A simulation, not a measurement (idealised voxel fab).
Module name: voxel transistor to metal (process module)
We display cut, a cross-section 215 nm in width whose square cells are each 5 nm.
When this document writes out a cross-section, it uses a grid of square cells and lists it as bands, beginning at the top and moving down, with a band standing for one or more rows of cells.
Basically the band line says how high the top is and how high the bottom is, in nm, and then what's in it from left to right, every material with its width in nm. Empty space shows up as "blank", and if a single material carries "throughout" it runs the full band edge to edge.
The reference from which all heights are counted is 0, the level beneath which the as-received wafer is entirely one material; the lowest band, having no lower bound, proceeds downward and is written after the example "z 0 and below".
You'd read "30 to 40" like this: the band's top row of cells is as wide as the first number, its bottom row is as wide as the second, and going down, every row changes width by the same amount as the row before did.
Take "no alteration" at face value: in the step it is given for, the cross-section changed in none of its cells.
The list in "Listed closed voids" covers empty spaces of 8 cells or more that cannot reach the top through any open way, and it gives each as width x height at distance; the distance is from the left edge, and width, height and distance are in nm.
It should be noted that, on the line of a given step, the content following the step's settings is a remark produced by the simulator itself with respect to that step.
overlay nm: for a step with a mask, the amount by which the mask lay right of where it was planned; a negative amount means left of it.
# Set out below are the planned steps of the process
1) RECEIVE (material Si)
2) OXIDIZE (depth nm 5)
3) CONFORMAL_DEP (material SiN; thk nm 10)
4) DIRECTIONAL_DEP (material aC; thk nm 15)
5) PATTERN (tone cover; mask id ACTIVE; material resist; width nm 115; thk nm 35; overlay nm 0)
6) DIRECTIONAL_ETCH (etch materials aC; depth nm 15)
7) STRIP (etch materials resist)
8) DIRECTIONAL_ETCH (etch materials SiN; depth nm 10)
9) DIRECTIONAL_ETCH (etch materials SiO2; depth nm 5)
10) DIRECTIONAL_ETCH (etch materials Si; depth nm 25)
11) STRIP (etch materials aC)
12) FILL_DEP (material SiO2; thk nm 15)
13) CMP (height nm 10)
14) SELECTIVE_ETCH (etch materials SiO2; depth nm 5)
15) STRIP (etch materials SiN)
16) SELECTIVE_ETCH (etch materials SiO2; depth nm 5)
17) OXIDIZE (depth nm 5)
18) DIRECTIONAL_DEP (material polySi; thk nm 20)
19) DIRECTIONAL_DEP (material SiCN; thk nm 15)
20) MASKED_ETCH (tone cover; mask id GATE; width nm 25; etch materials SiCN; depth nm 25; overlay nm 0)
21) MASKED_ETCH (tone cover; mask id GATE; width nm 25; etch materials polySi; depth nm 30; overlay nm 0)
22) CONFORMAL_DEP (material SiO2; thk nm 5)
23) DIRECTIONAL_ETCH (etch materials SiO2; depth nm 5)
24) CONFORMAL_DEP (material SiN; thk nm 5)
25) DIRECTIONAL_ETCH (etch materials SiN; depth nm 5)
26) DIRECTIONAL_ETCH (etch materials SiO2; depth nm 5)
27) DIRECTIONAL_ETCH (etch materials Si; depth nm 15)
28) EPI (material nSi; thk nm 15)
29) FILL_DEP (material SiO2; thk nm 5)
30) CMP (height nm 30)
31) DIRECTIONAL_DEP (material SiO2; thk nm 15)
32) PATTERN (tone open; mask id CONTACT; material resist; width nm 20; pitch nm 75; thk nm 15; overlay nm 0)
33) DIRECTIONAL_ETCH (etch materials SiO2; depth nm 40)
34) STRIP (etch materials resist)
35) CONFORMAL_DEP (material TiN; thk nm 5)
36) FILL_DEP (material Ru; thk nm 10)
37) CMP (height nm 45)
38) DIRECTIONAL_DEP (material TiN; thk nm 5)
39) DIRECTIONAL_DEP (material Ru; thk nm 15)
40) DIRECTIONAL_DEP (material aC; thk nm 10)
41) PATTERN (tone cover; mask id METAL_1; material resist; width nm 20; pitch nm 75; thk nm 25; overlay nm 0)
42) DIRECTIONAL_ETCH (etch materials aC; depth nm 10)
43) STRIP (etch materials resist)
44) DIRECTIONAL_ETCH (etch materials Ru; depth nm 15)
45) DIRECTIONAL_ETCH (etch materials TiN; depth nm 5)
46) STRIP (etch materials aC)
47) FILL_DEP (material lowk; thk nm 10)
48) CMP (height nm 65)
49) CONFORMAL_DEP (material SiN; thk nm 5)
# So this is the incoming wafer in cross-section - it's already been through step 1
* z 0 and below: Si throughout
* Listed closed voids: none
# Below is the wafer in cross-section after the module was completed. It began from the starting point shown above and followed the plan shown above, except that one mistake was made while running it
* z 70 to 65: SiN throughout
* z 65 to 50: lowk: 60 / Ru: 20 / lowk: 55 / Ru: 20 / lowk: 60
* z 50 to 45: lowk: 60 / TiN: 20 / lowk: 55 / TiN: 20 / lowk: 60
* z 45 to 30: SiO2: 60 / TiN: 5 / SiN: 10 / TiN: 5 / SiO2: 55 / TiN: 5 / SiN: 10 / TiN: 5 / SiO2: 60
* z 30 to 15: SiO2: 60 / TiN: 5 / SiN: 10 / TiN: 5 / SiO2: 5 / SiN: 5 / SiO2: 5 / SiCN: 25 / SiO2: 5 / SiN: 5 / SiO2: 5 / TiN: 5 / SiN: 10 / TiN: 5 / SiO2: 60
* z 15 to 10: SiO2: 60 / TiN: 5 / SiN: 10 / TiN: 5 / SiO2: 5 / SiN: 5 / SiO2: 5 / polySi: 25 / SiO2: 5 / SiN: 5 / SiO2: 5 / TiN: 5 / SiN: 10 / TiN: 5 / SiO2: 60
* z 10 to 5: SiO2: 60 / TiN: 20 / SiO2: 5 / SiN: 5 / SiO2: 5 / polySi: 25 / SiO2: 5 / SiN: 5 / SiO2: 5 / TiN: 20 / SiO2: 60
* z 5 to 0: SiO2: 50 / nSi: 35 / SiN: 5 / SiO2: 5 / polySi: 25 / SiO2: 5 / SiN: 5 / nSi: 35 / SiO2: 50
* z 0 to -5: SiO2: 50 / SiN: 5 / nSi: 30 / SiN: 5 / SiO2: 5 / polySi: 25 / SiO2: 5 / SiN: 5 / nSi: 30 / SiN: 5 / SiO2: 50
* z -5 to -10: SiO2: 55 / nSi: 30 / SiO2: 45 / nSi: 30 / SiO2: 55
* z -10 to -25: SiO2: 50 / Si: 5 / nSi: 30 / Si: 45 / nSi: 30 / Si: 5 / SiO2: 50
* z -25 to -30: SiO2: 50 / Si: 115 / SiO2: 50
* z -30 and below: Si throughout
* Listed closed voids: none
What was done differently from what was planned? planned and actual differ for step 36; actual: FILL_DEP (material SiN; thk nm 10)
